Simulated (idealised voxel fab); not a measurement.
Process module in this document: voxel trench capacitor
Square cells of 5 nm make up the cross-section cut, whose width is 290 nm.
Heads up, the way a cross-section reads in here is a grid of square cells, handed over as bands from the top down, with every band being one or more rows of cells. Top, bottom (nm), then materials left to right with widths (nm); lone material tagged "all across" fills the whole band edge to edge; "air" = empty space. Note: height 0 marks the level under which the wafer is uniformly one material as received. Lowest band unbounded below, written "0 -> down". A two-number width, for instance "30 to 40", indicates that the width is equal to the first number in the top row of the band and to the second number in the bottom row, and that it changes by a constant amount per row of cells. What does "no modifications" mean for a step? It means no cell of the cross-section changed in that step. The entry "Enclosed void list" lists the empty spaces that cover at least 8 cells and have no open path to the top. Each is written as width x height at distance, where the distance is measured from the left edge and all three values are in nm. Formally, on a step line, whatever follows the settings is a remark that the simulator itself makes on the step. The optional step-line setting "overlay nm" applies to steps with a mask and quantifies how far to the right of its planned location the mask lay, a negative value indicating leftward placement.

The process steps that were planned are listed below
1. RECEIVE [material Si]
2. CONFORMAL_DEP [material SiN] [thk nm 10]
3. DIRECTIONAL_DEP [material aC] [thk nm 15]
4. PATTERN [tone open] [mask id TRENCH] [material resist] [width nm 25] [pitch nm 50] [thk nm 30] [overlay nm 0]
5. DIRECTIONAL_ETCH [etch materials aC] [depth nm 15]
6. STRIP [etch materials resist]
7. DIRECTIONAL_ETCH [etch materials SiN] [depth nm 10]
8. DIRECTIONAL_ETCH [etch materials Si] [depth nm 40]
9. STRIP [etch materials aC]
10. CONFORMAL_DEP [material HfO2] [thk nm 5]
11. CONFORMAL_DEP [material TiN] [thk nm 5]
12. FILL_DEP [material W] [thk nm 5]
13. CMP [height nm 10]

Of two wafers, the first: run according to plan

Cross-section of the incoming wafer, state after step 1
    0 -> down | Si all across
    Enclosed void list: none

How the wafer stands in section after step 2
    10 -> 0 | SiN all across
    For the remainder of the cross-section, below 0, there is no change.

How the wafer stands in section after step 3
    25 -> 10 | aC all across
    For the remainder of the cross-section, below 10, there is no change.

How the wafer stands in section after step 4
    55 -> 25 | resist=55 | air=25 | resist=25 | air=25 | resist=25 | air=25 | resist=25 | air=25 | resist=60
    For the remainder of the cross-section, below 25, there is no change.

How the wafer stands in section after step 5
    40 -> 25 | resist=55 | air=25 | resist=25 | air=25 | resist=25 | air=25 | resist=25 | air=25 | resist=60
    25 -> 10 | aC=55 | air=25 | aC=25 | air=25 | aC=25 | air=25 | aC=25 | air=25 | aC=60
    For the remainder of the cross-section, below 10, there is no change.

How the wafer stands in section after step 6
    25 -> 10 | aC=55 | air=25 | aC=25 | air=25 | aC=25 | air=25 | aC=25 | air=25 | aC=60
    For the remainder of the cross-section, below 10, there is no change.

How the wafer stands in section after step 7
    25 -> 10 | aC=55 | air=25 | aC=25 | air=25 | aC=25 | air=25 | aC=25 | air=25 | aC=60
    10 -> 0 | SiN=55 | air=25 | SiN=25 | air=25 | SiN=25 | air=25 | SiN=25 | air=25 | SiN=60
    For the remainder of the cross-section, below 0, there is no change.

How the wafer stands in section after step 8
    25 -> 10 | aC=55 | air=25 | aC=25 | air=25 | aC=25 | air=25 | aC=25 | air=25 | aC=60
    10 -> 0 | SiN=55 | air=25 | SiN=25 | air=25 | SiN=25 | air=25 | SiN=25 | air=25 | SiN=60
    0 -> -40 | Si=55 | air=25 | Si=25 | air=25 | Si=25 | air=25 | Si=25 | air=25 | Si=60
    For the remainder of the cross-section, below -40, there is no change.

How the wafer stands in section after step 9
    10 -> 0 | SiN=55 | air=25 | SiN=25 | air=25 | SiN=25 | air=25 | SiN=25 | air=25 | SiN=60
    For the remainder of the cross-section, below 0, there is no change.

How the wafer stands in section after step 10
    15 -> 10 | HfO2=60 | air=15 | HfO2=35 | air=15 | HfO2=35 | air=15 | HfO2=35 | air=15 | HfO2=65
    10 -> 0 | SiN=55 | HfO2=5 | air=15 | HfO2=5 | SiN=25 | HfO2=5 | air=15 | HfO2=5 | SiN=25 | HfO2=5 | air=15 | HfO2=5 | SiN=25 | HfO2=5 | air=15 | HfO2=5 | SiN=60
    0 -> -35 | Si=55 | HfO2=5 | air=15 | HfO2=5 | Si=25 | HfO2=5 | air=15 | HfO2=5 | Si=25 | HfO2=5 | air=15 | HfO2=5 | Si=25 | HfO2=5 | air=15 | HfO2=5 | Si=60
    -35 -> -40 | Si=55 | HfO2=25 | Si=25 | HfO2=25 | Si=25 | HfO2=25 | Si=25 | HfO2=25 | Si=60
    For the remainder of the cross-section, below -40, there is no change.

How the wafer stands in section after step 11
    20 -> 15 | TiN=65 | air=5 | TiN=45 | air=5 | TiN=45 | air=5 | TiN=45 | air=5 | TiN=70
    15 -> 10 | HfO2=60 | TiN=5 | air=5 | TiN=5 | HfO2=35 | TiN=5 | air=5 | TiN=5 | HfO2=35 | TiN=5 | air=5 | TiN=5 | HfO2=35 | TiN=5 | air=5 | TiN=5 | HfO2=65
    10 -> 0 | SiN=55 | HfO2=5 | TiN=5 | air=5 | TiN=5 | HfO2=5 | SiN=25 | HfO2=5 | TiN=5 | air=5 | TiN=5 | HfO2=5 | SiN=25 | HfO2=5 | TiN=5 | air=5 | TiN=5 | HfO2=5 | SiN=25 | HfO2=5 | TiN=5 | air=5 | TiN=5 | HfO2=5 | SiN=60
    0 -> -30 | Si=55 | HfO2=5 | TiN=5 | air=5 | TiN=5 | HfO2=5 | Si=25 | HfO2=5 | TiN=5 | air=5 | TiN=5 | HfO2=5 | Si=25 | HfO2=5 | TiN=5 | air=5 | TiN=5 | HfO2=5 | Si=25 | HfO2=5 | TiN=5 | air=5 | TiN=5 | HfO2=5 | Si=60
    -30 -> -35 | Si=55 | HfO2=5 | TiN=15 | HfO2=5 | Si=25 | HfO2=5 | TiN=15 | HfO2=5 | Si=25 | HfO2=5 | TiN=15 | HfO2=5 | Si=25 | HfO2=5 | TiN=15 | HfO2=5 | Si=60
    For the remainder of the cross-section, below -35, there is no change.

How the wafer stands in section after step 12
    25 -> 20 | W all across
    20 -> 15 | TiN=65 | W=5 | TiN=45 | W=5 | TiN=45 | W=5 | TiN=45 | W=5 | TiN=70
    15 -> 10 | HfO2=60 | TiN=5 | W=5 | TiN=5 | HfO2=35 | TiN=5 | W=5 | TiN=5 | HfO2=35 | TiN=5 | W=5 | TiN=5 | HfO2=35 | TiN=5 | W=5 | TiN=5 | HfO2=65
    10 -> 0 | SiN=55 | HfO2=5 | TiN=5 | W=5 | TiN=5 | HfO2=5 | SiN=25 | HfO2=5 | TiN=5 | W=5 | TiN=5 | HfO2=5 | SiN=25 | HfO2=5 | TiN=5 | W=5 | TiN=5 | HfO2=5 | SiN=25 | HfO2=5 | TiN=5 | W=5 | TiN=5 | HfO2=5 | SiN=60
    0 -> -30 | Si=55 | HfO2=5 | TiN=5 | W=5 | TiN=5 | HfO2=5 | Si=25 | HfO2=5 | TiN=5 | W=5 | TiN=5 | HfO2=5 | Si=25 | HfO2=5 | TiN=5 | W=5 | TiN=5 | HfO2=5 | Si=25 | HfO2=5 | TiN=5 | W=5 | TiN=5 | HfO2=5 | Si=60
    For the remainder of the cross-section, below -30, there is no change.

How the wafer stands in section after step 13
    10 -> 0 | SiN=55 | HfO2=5 | TiN=5 | W=5 | TiN=5 | HfO2=5 | SiN=25 | HfO2=5 | TiN=5 | W=5 | TiN=5 | HfO2=5 | SiN=25 | HfO2=5 | TiN=5 | W=5 | TiN=5 | HfO2=5 | SiN=25 | HfO2=5 | TiN=5 | W=5 | TiN=5 | HfO2=5 | SiN=60
    For the remainder of the cross-section, below 0, there is no change.

Regarding the second of the two wafers: it shared the first wafer's starting condition and process plan, yet one error occurred during its execution. Its history coincides with that of the first wafer up to and including step 3

Second wafer cross-section, taken as of the time the plan sets for step 4 to be done
    55 -> 25 | air=55 | resist=25 | air=25 | resist=25 | air=25 | resist=25 | air=25 | resist=25 | air=60
    For the remainder of the cross-section, below 25, there is no change.

Second wafer cross-section, taken as of the time the plan sets for step 5 to be done
    40 -> 25 | air=55 | resist=25 | air=25 | resist=25 | air=25 | resist=25 | air=25 | resist=25 | air=60
    25 -> 10 | air=55 | aC=25 | air=25 | aC=25 | air=25 | aC=25 | air=25 | aC=25 | air=60
    For the remainder of the cross-section, below 10, there is no change.

Second wafer cross-section, taken as of the time the plan sets for step 6 to be done
    25 -> 10 | air=55 | aC=25 | air=25 | aC=25 | air=25 | aC=25 | air=25 | aC=25 | air=60
    For the remainder of the cross-section, below 10, there is no change.

Second wafer cross-section, taken as of the time the plan sets for step 7 to be done
    25 -> 10 | air=55 | aC=25 | air=25 | aC=25 | air=25 | aC=25 | air=25 | aC=25 | air=60
    10 -> 0 | air=55 | SiN=25 | air=25 | SiN=25 | air=25 | SiN=25 | air=25 | SiN=25 | air=60
    For the remainder of the cross-section, below 0, there is no change.

Second wafer cross-section, taken as of the time the plan sets for step 8 to be done
    25 -> 10 | air=55 | aC=25 | air=25 | aC=25 | air=25 | aC=25 | air=25 | aC=25 | air=60
    10 -> 0 | air=55 | SiN=25 | air=25 | SiN=25 | air=25 | SiN=25 | air=25 | SiN=25 | air=60
    0 -> -40 | air=55 | Si=25 | air=25 | Si=25 | air=25 | Si=25 | air=25 | Si=25 | air=60
    For the remainder of the cross-section, below -40, there is no change.

Second wafer cross-section, taken as of the time the plan sets for step 9 to be done
    10 -> 0 | air=55 | SiN=25 | air=25 | SiN=25 | air=25 | SiN=25 | air=25 | SiN=25 | air=60
    For the remainder of the cross-section, below 0, there is no change.

Second wafer cross-section, taken as of the time the plan sets for step 10 to be done
    15 -> 10 | air=50 | HfO2=35 | air=15 | HfO2=35 | air=15 | HfO2=35 | air=15 | HfO2=35 | air=55
    10 -> 0 | air=50 | HfO2=5 | SiN=25 | HfO2=5 | air=15 | HfO2=5 | SiN=25 | HfO2=5 | air=15 | HfO2=5 | SiN=25 | HfO2=5 | air=15 | HfO2=5 | SiN=25 | HfO2=5 | air=55
    0 -> -35 | air=50 | HfO2=5 | Si=25 | HfO2=5 | air=15 | HfO2=5 | Si=25 | HfO2=5 | air=15 | HfO2=5 | Si=25 | HfO2=5 | air=15 | HfO2=5 | Si=25 | HfO2=5 | air=55
    -35 -> -40 | HfO2=55 | Si=25 | HfO2=25 | Si=25 | HfO2=25 | Si=25 | HfO2=25 | Si=25 | HfO2=60
    For the remainder of the cross-section, below -40, there is no change.

Second wafer cross-section, taken as of the time the plan sets for step 11 to be done
    20 -> 15 | air=45 | TiN=45 | air=5 | TiN=45 | air=5 | TiN=45 | air=5 | TiN=45 | air=50
    15 -> 10 | air=45 | TiN=5 | HfO2=35 | TiN=5 | air=5 | TiN=5 | HfO2=35 | TiN=5 | air=5 | TiN=5 | HfO2=35 | TiN=5 | air=5 | TiN=5 | HfO2=35 | TiN=5 | air=50
    10 -> 0 | air=45 | TiN=5 | HfO2=5 | SiN=25 | HfO2=5 | TiN=5 | air=5 | TiN=5 | HfO2=5 | SiN=25 | HfO2=5 | TiN=5 | air=5 | TiN=5 | HfO2=5 | SiN=25 | HfO2=5 | TiN=5 | air=5 | TiN=5 | HfO2=5 | SiN=25 | HfO2=5 | TiN=5 | air=50
    0 -> -30 | air=45 | TiN=5 | HfO2=5 | Si=25 | HfO2=5 | TiN=5 | air=5 | TiN=5 | HfO2=5 | Si=25 | HfO2=5 | TiN=5 | air=5 | TiN=5 | HfO2=5 | Si=25 | HfO2=5 | TiN=5 | air=5 | TiN=5 | HfO2=5 | Si=25 | HfO2=5 | TiN=5 | air=50
    -30 -> -35 | TiN=50 | HfO2=5 | Si=25 | HfO2=5 | TiN=15 | HfO2=5 | Si=25 | HfO2=5 | TiN=15 | HfO2=5 | Si=25 | HfO2=5 | TiN=15 | HfO2=5 | Si=25 | HfO2=5 | TiN=55
    For the remainder of the cross-section, below -35, there is no change.

Second wafer cross-section, taken as of the time the plan sets for step 12 to be done
    25 -> 20 | W all across
    20 -> 15 | W=45 | TiN=45 | W=5 | TiN=45 | W=5 | TiN=45 | W=5 | TiN=45 | W=50
    15 -> 10 | W=45 | TiN=5 | HfO2=35 | TiN=5 | W=5 | TiN=5 | HfO2=35 | TiN=5 | W=5 | TiN=5 | HfO2=35 | TiN=5 | W=5 | TiN=5 | HfO2=35 | TiN=5 | W=50
    10 -> 0 | W=45 | TiN=5 | HfO2=5 | SiN=25 | HfO2=5 | TiN=5 | W=5 | TiN=5 | HfO2=5 | SiN=25 | HfO2=5 | TiN=5 | W=5 | TiN=5 | HfO2=5 | SiN=25 | HfO2=5 | TiN=5 | W=5 | TiN=5 | HfO2=5 | SiN=25 | HfO2=5 | TiN=5 | W=50
    0 -> -30 | W=45 | TiN=5 | HfO2=5 | Si=25 | HfO2=5 | TiN=5 | W=5 | TiN=5 | HfO2=5 | Si=25 | HfO2=5 | TiN=5 | W=5 | TiN=5 | HfO2=5 | Si=25 | HfO2=5 | TiN=5 | W=5 | TiN=5 | HfO2=5 | Si=25 | HfO2=5 | TiN=5 | W=50
    For the remainder of the cross-section, below -30, there is no change.

Second wafer cross-section, taken as of the time the plan sets for step 13 to be done
    10 -> 0 | W=45 | TiN=5 | HfO2=5 | SiN=25 | HfO2=5 | TiN=5 | W=5 | TiN=5 | HfO2=5 | SiN=25 | HfO2=5 | TiN=5 | W=5 | TiN=5 | HfO2=5 | SiN=25 | HfO2=5 | TiN=5 | W=5 | TiN=5 | HfO2=5 | SiN=25 | HfO2=5 | TiN=5 | W=50
    For the remainder of the cross-section, below 0, there is no change.
What broke from the plan during processing? step 4: run off-plan, actual operation and settings PATTERN [tone cover] [mask id TRENCH] [material resist] [width nm 25] [pitch nm 50] [thk nm 30] [overlay nm 0]
Wrapping up, a cell-based count of both wafers puts the second over or under the first for these materials: 18 more of HfO2, 144 fewer of Si, 36 fewer of SiN, 18 more of TiN, 144 more of W
